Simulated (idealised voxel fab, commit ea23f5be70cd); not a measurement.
process module | voxel ribs on slabs
cross-section cut | 170 nm wide | cells 5 nm
A cross-section is a grid of square cells, given in bands from the top down. A band is one or more rows of cells.
Each band's line starts with the height of the band's top and of its bottom, in nm. Then come its materials from left to right, each with its width in nm. One material with "throughout" fills the band from edge to edge. "air" is empty space.
Height 0 is the level under which the wafer as received is all one material. The lowest band goes on downwards, as in "0 down".
A width such as "30 to 40" changes by the same amount from each row of cells to the next, from the band's top row to its bottom row.
"no change" after a step means that no cell of the cross-section changed.
closed voids: empty space of 8 cells or more with no open way to the top, each as width x height at its distance from the left edge, in nm
after a step's settings: what the simulator itself notes on the step
overlay nm, on a step with a mask: how far to the right of its planned place the mask lay; to the left if negative
plan
1 op RECEIVE | material Si
2 op DIRECTIONAL_DEP | material SiO2 | thk nm 25
3 op DIRECTIONAL_DEP | material SiN | thk nm 20
4 op MASKED_ETCH | tone cover | mask id RIB | width nm 20 | etch materials SiN | depth nm 15 | overlay nm 0
5 op PATTERN | tone cover | mask id SLAB | material resist | width nm 60 | thk nm 15 | overlay nm 0
6 op DIRECTIONAL_ETCH | etch materials SiN | depth nm 5
7 op STRIP | etch materials resist
8 op FILL_DEP | material SiO2 | thk nm 25
9 op CMP | height nm 60
10 op DIRECTIONAL_DEP | material TiN | thk nm 5
11 op PATTERN | tone cover | mask id HEATER | material resist | width nm 30 | thk nm 15 | overlay nm 0
12 op DIRECTIONAL_ETCH | etch materials TiN | depth nm 5
13 op STRIP | etch materials resist
14 op CONFORMAL_DEP | material SiN | thk nm 10
first wafer, as planned
as received, after step 1
  0 down: Si throughout
  closed voids: none
after step 2
  25 to 0: SiO2 throughout
  below 0: unchanged
after step 3
  45 to 25: SiN throughout
  below 25: unchanged
after step 4
  45 to 30: air 75 | SiN 20 | air 75
  below 30: unchanged
after step 5
  60 to 45: air 55 | resist 60 | air 55
  45 to 30: air 55 | resist 20 | SiN 20 | resist 20 | air 55
  below 30: unchanged
after step 6
  60 to 45: air 55 | resist 60 | air 55
  45 to 30: air 55 | resist 20 | SiN 20 | resist 20 | air 55
  30 to 25: air 55 | SiN 60 | air 55
  below 25: unchanged
after step 7
  45 to 30: air 75 | SiN 20 | air 75
  below 30: unchanged
after step 8
  70 to 45: SiO2 throughout
  45 to 30: SiO2 75 | SiN 20 | SiO2 75
  30 to 25: SiO2 55 | SiN 60 | SiO2 55
  below 25: unchanged
after step 9
  60 to 45: SiO2 throughout
  below 45: unchanged
after step 10
  65 to 60: TiN throughout
  below 60: unchanged
after step 11
  80 to 65: air 70 | resist 30 | air 70
  below 65: unchanged
after step 12
  80 to 65: air 70 | resist 30 | air 70
  65 to 60: air 70 | TiN 30 | air 70
  below 60: unchanged
after step 13
  65 to 60: air 70 | TiN 30 | air 70
  below 60: unchanged
after step 14
  75 to 70: air 60 | SiN 50 | air 60
  70 to 65: SiN throughout
  65 to 60: SiN 70 | TiN 30 | SiN 70
  below 60: unchanged
second wafer: like start, like plan, one mistake. Through step 4 it matches the first wafer
when step 5 should have ended
  60 to 45: resist 55 | air 60 | resist 55
  45 to 30: resist 55 | air 20 | SiN 20 | air 20 | resist 55
  below 30: unchanged
when step 6 should have ended
  60 to 40: resist 55 | air 60 | resist 55
  40 to 30: resist 55 | air 20 | SiN 20 | air 20 | resist 55
  30 to 25: SiN 55 | air 20 | SiN 20 | air 20 | SiN 55
  below 25: unchanged
when step 7 should have ended
  40 to 30: air 75 | SiN 20 | air 75
  below 30: unchanged
when step 8 should have ended
  65 to 40: SiO2 throughout
  40 to 30: SiO2 75 | SiN 20 | SiO2 75
  30 to 25: SiN 55 | SiO2 20 | SiN 20 | SiO2 20 | SiN 55
  below 25: unchanged
when step 9 should have ended
  60 to 40: SiO2 throughout
  below 40: unchanged
when step 10 should have ended
  65 to 60: TiN throughout
  below 60: unchanged
when step 11 should have ended
  80 to 65: air 70 | resist 30 | air 70
  below 65: unchanged
when step 12 should have ended
  80 to 65: air 70 | resist 30 | air 70
  65 to 60: air 70 | TiN 30 | air 70
  below 60: unchanged
when step 13 should have ended
  65 to 60: air 70 | TiN 30 | air 70
  below 60: unchanged
when step 14 should have ended
  75 to 70: air 60 | SiN 50 | air 60
  70 to 65: SiN throughout
  65 to 60: SiN 70 | TiN 30 | SiN 70
  below 60: unchanged
what went wrong: step 5 ran as: op PATTERN | tone open | mask id SLAB | material resist | width nm 60 | thk nm 15 | overlay nm 0
at the end the second wafer has, in cells: 10 more of SiN | 10 fewer of SiO2
